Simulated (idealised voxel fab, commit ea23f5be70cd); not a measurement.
process module | voxel wiring stack
cross-section cut | 170 nm wide | cells 5 nm
A cross-section is a grid of square cells, given in bands from the top down. A band is one or more rows of cells.
Each band's line starts with the height of the band's top and of its bottom, in nm. Then come its materials from left to right, each with its width in nm. One material with "throughout" fills the band from edge to edge. "air" is empty space.
Height 0 is the level under which the wafer as received is all one material. The lowest band goes on downwards, as in "0 down".
A width such as "30 to 40" changes by the same amount from each row of cells to the next, from the band's top row to its bottom row.
"no change" after a step means that no cell of the cross-section changed.
closed voids: empty space of 8 cells or more with no open way to the top, each as width x height at its distance from the left edge, in nm
after a step's settings: what the simulator itself notes on the step
overlay nm, on a step with a mask: how far to the right of its planned place the mask lay; to the left if negative
plan
1 op RECEIVE | material Si
2 op CONFORMAL_DEP | material SiO2 | thk nm 10
3 op DIRECTIONAL_DEP | material TiN | thk nm 5
4 op DIRECTIONAL_DEP | material W | thk nm 20
5 op PATTERN | tone cover | mask id METAL_1 | material resist | width nm 20 | pitch nm 35 | thk nm 15 | overlay nm 0
6 op DIRECTIONAL_ETCH | etch materials W | depth nm 20
7 op DIRECTIONAL_ETCH | etch materials TiN | depth nm 5
8 op STRIP | etch materials resist
9 op CONFORMAL_DEP | material SiN | thk nm 5
10 op FILL_DEP | material lowk | thk nm 10
11 op CMP | height nm 35
12 op CONFORMAL_DEP | material SiCN | thk nm 5
13 op DIRECTIONAL_DEP | material SiO2 | thk nm 10
14 op DIRECTIONAL_DEP | material aC | thk nm 10
15 op PATTERN | tone open | mask id PLUG_1 | material resist | width nm 15 | pitch nm 35 | thk nm 25 | overlay nm 0
16 op DIRECTIONAL_ETCH | etch materials aC | depth nm 10
17 op STRIP | etch materials resist
18 op DIRECTIONAL_ETCH | etch materials SiO2 | depth nm 10
19 op DIRECTIONAL_ETCH | etch materials SiCN | depth nm 5
20 op STRIP | etch materials aC
21 op CONFORMAL_DEP | material TiN | thk nm 5
22 op FILL_DEP | material Ru | thk nm 5
23 op CMP | height nm 50
24 op DIRECTIONAL_DEP | material TiN | thk nm 5
25 op DIRECTIONAL_DEP | material Ru | thk nm 15
26 op MASKED_ETCH | tone cover | mask id METAL_2 | width nm 20 | pitch nm 35 | etch materials Ru | depth nm 15 | overlay nm 0
27 op MASKED_ETCH | tone cover | mask id METAL_2 | width nm 20 | pitch nm 35 | etch materials TiN | depth nm 5 | overlay nm 0
28 op FILL_DEP | material SiO2 | thk nm 5
29 op CMP | height nm 70
30 op CONFORMAL_DEP | material SiCN | thk nm 5
31 op DIRECTIONAL_DEP | material SiO2 | thk nm 20
32 op DIRECTIONAL_DEP | material aC | thk nm 15
33 op PATTERN | tone open | mask id PLUG_2 | material resist | width nm 15 | pitch nm 35 | thk nm 35 | overlay nm 0
34 op DIRECTIONAL_ETCH | etch materials aC | depth nm 15
35 op STRIP | etch materials resist
36 op DIRECTIONAL_ETCH | etch materials SiO2 | depth nm 20
37 op DIRECTIONAL_ETCH | etch materials SiCN | depth nm 5
38 op STRIP | etch materials aC
39 op CONFORMAL_DEP | material TiN | thk nm 5
40 op FILL_DEP | material Ru | thk nm 5
41 op CMP | height nm 95
42 op DIRECTIONAL_DEP | material TiN | thk nm 5
43 op DIRECTIONAL_DEP | material W | thk nm 15
44 op MASKED_ETCH | tone cover | mask id METAL_3 | width nm 20 | pitch nm 35 | etch materials W | depth nm 15 | overlay nm 0
45 op MASKED_ETCH | tone cover | mask id METAL_3 | width nm 20 | pitch nm 35 | etch materials TiN | depth nm 5 | overlay nm 0
46 op FILL_DEP | material SiO2 | thk nm 10
47 op CMP | height nm 115
48 op CONFORMAL_DEP | material SiN | thk nm 5
as received, after step 1
  0 down: Si throughout
  closed voids: none
a wafer at the end: this start, this plan, one mistake
  120 to 115: SiN throughout
  115 to 100: SiO2 55 | W 20 | SiO2 15 | W 20 | SiO2 60
  100 to 95: SiO2 55 | TiN 20 | SiO2 15 | TiN 20 | SiO2 60
  95 to 75: SiO2 55 | TiN 5 | Ru 5 | TiN 5 | SiO2 20 | TiN 5 | Ru 5 | TiN 5 | SiO2 65
  75 to 70: SiCN 55 | TiN 15 | SiCN 20 | TiN 15 | SiCN 65
  70 to 55: SiO2 55 | Ru 20 | SiO2 15 | Ru 20 | SiO2 60
  55 to 50: SiO2 55 | TiN 20 | SiO2 15 | TiN 20 | SiO2 60
  50 to 40: SiO2 55 | TiN 5 | Ru 10 | TiN 5 | SiO2 15 | TiN 5 | Ru 10 | TiN 5 | SiO2 60
  40 to 35: SiCN 55 | TiN 20 | SiCN 15 | TiN 20 | SiCN 60
  35 to 15: lowk 50 | SiN 5 | W 20 | SiN 5 | lowk 5 | SiN 5 | W 20 | SiN 5 | lowk 55
  15 to 10: SiN 55 | TiN 20 | SiN 15 | TiN 20 | SiN 60
  10 to 0: SiO2 throughout
  0 down: Si throughout
  closed voids: none
what went wrong: step 15 ran as: op PATTERN | tone open | mask id PLUG_1 | material resist | width nm 20 | pitch nm 35 | thk nm 25 | overlay nm 0
